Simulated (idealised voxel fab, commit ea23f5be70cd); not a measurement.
Documented hereafter: the process module known as voxel wiring stack.
Pictured: cross-section cut, 245 nm wide, on a grid of 5 nm square cells.
Cross-section = grid of square cells, listed top down in bands; band = one or more rows.
Look at the band entry: it leads with the top's height and the bottom's height in nm. Then it lists the materials left to right, with a width in nm for each. The word "edge to edge" on a single material says that material fills the band edge to edge. The word "air" is empty space.
Measure heights from 0. That's the level where, below it, the as-received wafer is all one material. The lowest band is bottomless and extends downward; write it as in "0 and below".
Think of "30->40" as a width that walks from the first number to the second as you go down the band, top row to bottom row, taking equal-sized steps from row to row.
For the purposes of this document, the phrase "remained unchanged" attached to a step denotes that no cell within the cross-section was modified by that step.
The entry titled "Closed void table" provides the empty spaces that have no open way to the top, restricted to those of 8 cells or more. Each is presented as width x height at distance, the distance being measured from the left edge, with all three in nm.
Text after the settings on a step's line: the simulator's own remark on that step.
When a step includes a mask, the "overlay nm" setting on its line states how far to the right of its planned place that mask lay, and negative values state how far to the left.
Listed below are the process steps as planned
| 1 | RECEIVE: material Si |
| 2 | CONFORMAL_DEP: material SiO2, thk nm 15 |
| 3 | DIRECTIONAL_DEP: material TiN, thk nm 5 |
| 4 | DIRECTIONAL_DEP: material Ru, thk nm 15 |
| 5 | MASKED_ETCH: tone cover, mask id METAL_1, width nm 30, pitch nm 60, etch materials Ru, depth nm 15, overlay nm 0 |
| 6 | MASKED_ETCH: tone cover, mask id METAL_1, width nm 30, pitch nm 60, etch materials TiN, depth nm 5, overlay nm 0 |
| 7 | CONFORMAL_DEP: material SiCN, thk nm 5 |
| 8 | FILL_DEP: material SiO2, thk nm 5 |
| 9 | CMP: height nm 35 |
| 10 | CONFORMAL_DEP: material SiCN, thk nm 5 |
| 11 | DIRECTIONAL_DEP: material lowk, thk nm 25 |
| 12 | PATTERN: tone open, mask id METAL_2, material resist, width nm 30, pitch nm 60, thk nm 20, overlay nm 0 |
| 13 | DIRECTIONAL_ETCH: etch materials lowk, depth nm 15 |
| 14 | STRIP: etch materials resist |
| 15 | PATTERN: tone open, mask id METAL_2_HOLES, material resist, width nm 15, pitch nm 120, thk nm 15, overlay nm 0 |
| 16 | DIRECTIONAL_ETCH: etch materials lowk, depth nm 10 |
| 17 | DIRECTIONAL_ETCH: etch materials SiCN, depth nm 5 |
| 18 | STRIP: etch materials resist |
| 19 | CONFORMAL_DEP: material TiN, thk nm 5 |
| 20 | FILL_DEP: material Cu, thk nm 5 |
| 21 | CMP: height nm 65 |
| 22 | CONFORMAL_DEP: material SiCN, thk nm 5 |
| 23 | DIRECTIONAL_DEP: material SiO2, thk nm 30 |
| 24 | MASKED_ETCH: tone open, mask id METAL_3, width nm 30, pitch nm 60, etch materials SiO2, depth nm 15, overlay nm 0 |
| 25 | DIRECTIONAL_DEP: material aC, thk nm 10 |
| 26 | PATTERN: tone open, mask id METAL_3_HOLES, material resist, width nm 15, pitch nm 120, thk nm 25, overlay nm 0 |
| 27 | DIRECTIONAL_ETCH: etch materials aC, depth nm 10 |
| 28 | STRIP: etch materials resist |
| 29 | DIRECTIONAL_ETCH: etch materials SiO2, depth nm 15 |
| 30 | DIRECTIONAL_ETCH: etch materials SiCN, depth nm 5 |
| 31 | STRIP: etch materials aC |
| 32 | CONFORMAL_DEP: material TiN, thk nm 5 |
| 33 | FILL_DEP: material Cu, thk nm 10 |
| 34 | CMP: height nm 100 |
| 35 | CONFORMAL_DEP: material SiCN, thk nm 5 |
| 36 | DIRECTIONAL_DEP: material lowk, thk nm 10 |
| 37 | MASKED_ETCH: tone open, mask id PLUG_3, width nm 15, pitch nm 60, etch materials lowk, depth nm 10, overlay nm 0 |
| 38 | MASKED_ETCH: tone open, mask id PLUG_3, width nm 15, pitch nm 60, etch materials SiCN, depth nm 5, overlay nm 0 |
| 39 | CONFORMAL_DEP: material TiN, thk nm 5 |
| 40 | FILL_DEP: material Cu, thk nm 5 |
| 41 | CMP: height nm 115 |
| 42 | CONFORMAL_DEP: material SiN, thk nm 5 |
| 43 | DIRECTIONAL_DEP: material SiO2, thk nm 25 |
| 44 | PATTERN: tone open, mask id METAL_4, material resist, width nm 30, pitch nm 60, thk nm 15, overlay nm 0 |
| 45 | DIRECTIONAL_ETCH: etch materials SiO2, depth nm 25 |
| 46 | DIRECTIONAL_ETCH: etch materials SiN, depth nm 5 |
| 47 | STRIP: etch materials resist |
| 48 | CONFORMAL_DEP: material TiN, thk nm 5 |
| 49 | FILL_DEP: material W, thk nm 10 |
| 50 | CMP: height nm 145 |
| 51 | EPI: material Ru, thk nm 5 |
| 52 | FILL_DEP: material SiCN, thk nm 5 |
Wafer at receipt (post step 1), cross-section
* 0 and below = Si edge to edge
* Closed void table: none
First wafer of two, sectioned at end of module; run went per plan
* 155 down to 150 = SiCN edge to edge
* 150 down to 145 = SiCN (40) / Ru (40) / SiCN (20) / Ru (40) / SiCN (20) / Ru (40) / SiCN (45)
* 145 down to 120 = SiO2 (45) / TiN (5) / W (20) / TiN (5) / SiO2 (30) / TiN (5) / W (20) / TiN (5) / SiO2 (30) / TiN (5) / W (20) / TiN (5) / SiO2 (50)
* 120 down to 115 = SiN (45) / TiN (30) / SiN (30) / TiN (30) / SiN (30) / TiN (30) / SiN (50)
* 115 down to 105 = lowk (45) / TiN (5) / Cu (5) / TiN (5) / lowk (45) / TiN (5) / Cu (5) / TiN (5) / lowk (45) / TiN (5) / Cu (5) / TiN (5) / lowk (65)
* 105 down to 100 = SiCN (45) / TiN (15) / SiCN (45) / TiN (15) / SiCN (45) / TiN (15) / SiCN (65)
* 100 down to 90 = SiO2 (45) / TiN (5) / Cu (20) / TiN (5) / SiO2 (30) / TiN (5) / Cu (20) / TiN (5) / SiO2 (30) / TiN (5) / Cu (20) / TiN (5) / SiO2 (50)
* 90 down to 85 = SiO2 (45) / TiN (5) / Cu (5) / TiN (20) / SiO2 (30) / TiN (30) / SiO2 (30) / TiN (5) / Cu (5) / TiN (20) / SiO2 (50)
* 85 down to 70 = SiO2 (45) / TiN (5) / Cu (5) / TiN (5) / SiO2 (105) / TiN (5) / Cu (5) / TiN (5) / SiO2 (65)
* 70 down to 65 = SiCN (45) / TiN (15) / SiCN (105) / TiN (15) / SiCN (65)
* 65 down to 55 = lowk (45) / TiN (5) / Cu (20) / TiN (5) / lowk (30) / TiN (5) / Cu (20) / TiN (5) / lowk (30) / TiN (5) / Cu (20) / TiN (5) / lowk (50)
* 55 down to 50 = lowk (45) / TiN (5) / Cu (5) / TiN (20) / lowk (30) / TiN (30) / lowk (30) / TiN (5) / Cu (5) / TiN (20) / lowk (50)
* 50 down to 40 = lowk (45) / TiN (5) / Cu (5) / TiN (5) / lowk (105) / TiN (5) / Cu (5) / TiN (5) / lowk (65)
* 40 down to 35 = SiCN (45) / TiN (15) / SiCN (105) / TiN (15) / SiCN (65)
* 35 down to 20 = SiO2 (40) / SiCN (5) / Ru (30) / SiCN (5) / SiO2 (20) / SiCN (5) / Ru (30) / SiCN (5) / SiO2 (20) / SiCN (5) / Ru (30) / SiCN (5) / SiO2 (45)
* 20 down to 15 = SiCN (45) / TiN (30) / SiCN (30) / TiN (30) / SiCN (30) / TiN (30) / SiCN (50)
* 15 down to 0 = SiO2 edge to edge
* 0 and below = Si edge to edge
* Closed void table: none
Same start, same plan as the first wafer - but one mistake in the run. Cross-section of the second of the two at the end of the module
* 155 down to 150 = SiCN edge to edge
* 150 down to 145 = SiCN (40) / Ru (40) / SiCN (20) / Ru (40) / SiCN (20) / Ru (40) / SiCN (45)
* 145 down to 120 = SiO2 (45) / TiN (5) / W (20) / TiN (5) / SiO2 (30) / TiN (5) / W (20) / TiN (5) / SiO2 (30) / TiN (5) / W (20) / TiN (5) / SiO2 (50)
* 120 down to 115 = SiN (45) / TiN (30) / SiN (30) / TiN (30) / SiN (30) / TiN (30) / SiN (50)
* 115 down to 105 = lowk (45) / TiN (5) / Cu (5) / TiN (5) / lowk (45) / TiN (5) / Cu (5) / TiN (5) / lowk (45) / TiN (5) / Cu (5) / TiN (5) / lowk (65)
* 105 down to 100 = SiCN (45) / TiN (15) / SiCN (45) / TiN (15) / SiCN (45) / TiN (15) / SiCN (65)
* 100 down to 90 = SiO2 (45) / TiN (5) / Cu (20) / TiN (5) / SiO2 (30) / TiN (5) / Cu (20) / TiN (5) / SiO2 (30) / TiN (5) / Cu (20) / TiN (5) / SiO2 (50)
* 90 down to 85 = SiO2 (45) / TiN (5) / Cu (5) / TiN (20) / SiO2 (30) / TiN (30) / SiO2 (30) / TiN (5) / Cu (5) / TiN (20) / SiO2 (50)
* 85 down to 70 = SiO2 (45) / TiN (5) / Cu (5) / TiN (5) / SiO2 (105) / TiN (5) / Cu (5) / TiN (5) / SiO2 (65)
* 70 down to 65 = SiCN (45) / TiN (15) / SiCN (105) / TiN (15) / SiCN (65)
* 65 down to 55 = lowk (45) / TiN (5) / Cu (20) / TiN (5) / lowk (30) / TiN (5) / Cu (20) / TiN (5) / lowk (30) / TiN (5) / Cu (20) / TiN (5) / lowk (50)
* 55 down to 50 = lowk (45) / TiN (5) / Cu (5) / TiN (20) / lowk (30) / TiN (30) / lowk (30) / TiN (5) / Cu (5) / TiN (20) / lowk (50)
* 50 down to 40 = lowk (45) / TiN (5) / Cu (5) / TiN (5) / lowk (105) / TiN (5) / Cu (5) / TiN (5) / lowk (65)
* 40 down to 35 = SiCN (45) / TiN (15) / SiCN (105) / TiN (15) / SiCN (65)
* 35 down to 30 = SiCN (45) / TiN (30) / SiCN (30) / TiN (30) / SiCN (30) / TiN (30) / SiCN (50)
* 30 down to 15 = Ru edge to edge
* 15 down to 0 = SiO2 edge to edge
* 0 and below = Si edge to edge
* Closed void table: none
Short version of what went wrong: ran 3 and 4 in swapped order versus the plan
Cell-count delta at end, second wafer over first, by material: 93 more of Ru, 18 fewer of SiCN, 75 fewer of SiO2
